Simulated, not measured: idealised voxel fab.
Title: Process Module voxel wiring stack
The cross-section on display is named cut; it measures 300 nm wide, and its cells are 5 nm squares.
Cross-section layout: square cells on a grid; listed as bands, top to bottom; a band spans one or more cell rows.
Top height, bottom height, nm. Materials left to right, width each, nm. Single material + "everywhere" = fills band edge to edge. "empty" = empty.
Heights from 0 (as-received wafer is one material below). Bottom band endless downward, as "0 and below".
A width such as "30->40" changes by the same amount from each row of cells to the next, from the band's top row to its bottom row.
"remained the same" after a step means that no cell of the cross-section changed.
"Closed cavities": empty spaces of 8 cells or more with no open way to the top, each given as width x height at distance, distance from the left edge, all in nm.
On a step's line, text after the settings is the simulator commenting on that step.
You can add "overlay nm" to a step's line. For a step with a mask, it describes how far the mask lay to the right of its planned position, and a negative number describes a lay to the left.

-- The following list gives the planned process steps
step 1: RECEIVE (material Si)
step 2: CONFORMAL_DEP (material SiO2; thk nm 10)
step 3: DIRECTIONAL_DEP (material TiN; thk nm 5)
step 4: DIRECTIONAL_DEP (material W; thk nm 15)
step 5: PATTERN (tone cover; mask id METAL_1; material resist; width nm 30; pitch nm 50; thk nm 20; overlay nm 0)
step 6: DIRECTIONAL_ETCH (etch materials W; depth nm 15)
step 7: DIRECTIONAL_ETCH (etch materials TiN; depth nm 5)
step 8: STRIP (etch materials resist)
step 9: FILL_DEP (material lowk; thk nm 10)
step 10: CMP (height nm 30)
step 11: CONFORMAL_DEP (material SiCN; thk nm 5)
step 12: DIRECTIONAL_DEP (material lowk; thk nm 10)
step 13: PATTERN (tone open; mask id PLUG_1; material resist; width nm 15; pitch nm 50; thk nm 20; overlay nm 0)
step 14: DIRECTIONAL_ETCH (etch materials lowk; depth nm 10)
step 15: DIRECTIONAL_ETCH (etch materials SiCN; depth nm 5)
step 16: STRIP (etch materials resist)
step 17: EPI (material Ru; thk nm 10)
step 18: EPI (material Ru; thk nm 5)
step 19: CONFORMAL_DEP (material SiCN; thk nm 5)
step 20: DIRECTIONAL_DEP (material SiO2; thk nm 15)
step 21: DIRECTIONAL_DEP (material aC; thk nm 10)
step 22: PATTERN (tone open; mask id METAL_2; material resist; width nm 30; pitch nm 50; thk nm 30; overlay nm 0)
step 23: DIRECTIONAL_ETCH (etch materials aC; depth nm 10)
step 24: STRIP (etch materials resist)
step 25: DIRECTIONAL_ETCH (etch materials SiO2; depth nm 15)
step 26: DIRECTIONAL_ETCH (etch materials SiCN; depth nm 5)
step 27: STRIP (etch materials aC)
step 28: CONFORMAL_DEP (material TiN; thk nm 5)
step 29: FILL_DEP (material Ru; thk nm 10)
step 30: CMP (height nm 65)
step 31: EPI (material Ru; thk nm 5)
step 32: FILL_DEP (material SiCN; thk nm 5)

-- Incoming wafer in cross-section (state: after step 1)
0 and below = Si everywhere
Closed cavities: none

-- As-planned run: cross-section of the first of two wafers at end of module
75 down to 70 = SiCN everywhere
70 down to 65 = SiCN=80 / Ru=40 / SiCN=10 / Ru=40 / SiCN=10 / Ru=40 / SiCN=80
65 down to 50 = SiO2=85 / TiN=5 / Ru=20 / TiN=5 / SiO2=20 / TiN=5 / Ru=20 / TiN=5 / SiO2=20 / TiN=5 / Ru=20 / TiN=5 / SiO2=85
50 down to 45 = SiCN=85 / TiN=30 / SiCN=20 / TiN=30 / SiCN=20 / TiN=30 / SiCN=85
45 down to 35 = lowk=85 / Ru=15 / lowk=35 / Ru=15 / lowk=35 / Ru=15 / lowk=100
35 down to 30 = SiCN=85 / Ru=15 / SiCN=35 / Ru=15 / SiCN=35 / Ru=15 / SiCN=100
30 down to 15 = lowk=85 / W=30 / lowk=20 / W=30 / lowk=20 / W=30 / lowk=85
15 down to 10 = lowk=85 / TiN=30 / lowk=20 / TiN=30 / lowk=20 / TiN=30 / lowk=85
10 down to 0 = SiO2 everywhere
0 and below = Si everywhere
Closed cavities: none

-- Second wafer through the module, sectioned at the end: same beginning and same plan as the first wafer, with one mistake in carrying it out
75 down to 70 = SiCN everywhere
70 down to 65 = SiCN=80 / Ru=40 / SiCN=10 / Ru=40 / SiCN=10 / Ru=40 / SiCN=80
65 down to 50 = SiO2=85 / TiN=5 / Ru=20 / TiN=5 / SiO2=20 / TiN=5 / Ru=20 / TiN=5 / SiO2=20 / TiN=5 / Ru=20 / TiN=5 / SiO2=85
50 down to 40 = SiCN=85->90 / TiN=30->5 / SiCN=20->45 / TiN=30->5 / SiCN=20->45 / TiN=30->5 / SiCN=85->105
40 down to 30 = lowk everywhere
30 down to 15 = lowk=85 / W=30 / lowk=20 / W=30 / lowk=20 / W=30 / lowk=85
15 down to 10 = lowk=85 / TiN=30 / lowk=20 / TiN=30 / lowk=20 / TiN=30 / lowk=85
10 down to 0 = SiO2 everywhere
0 and below = Si everywhere
Closed cavities: none
Want to know what went wrong? step 12 occupied the plan position of step 11, and the converse holds as well
at the end the second wafer has, in cells: Ru -27; SiCN +6; TiN +3; lowk +18
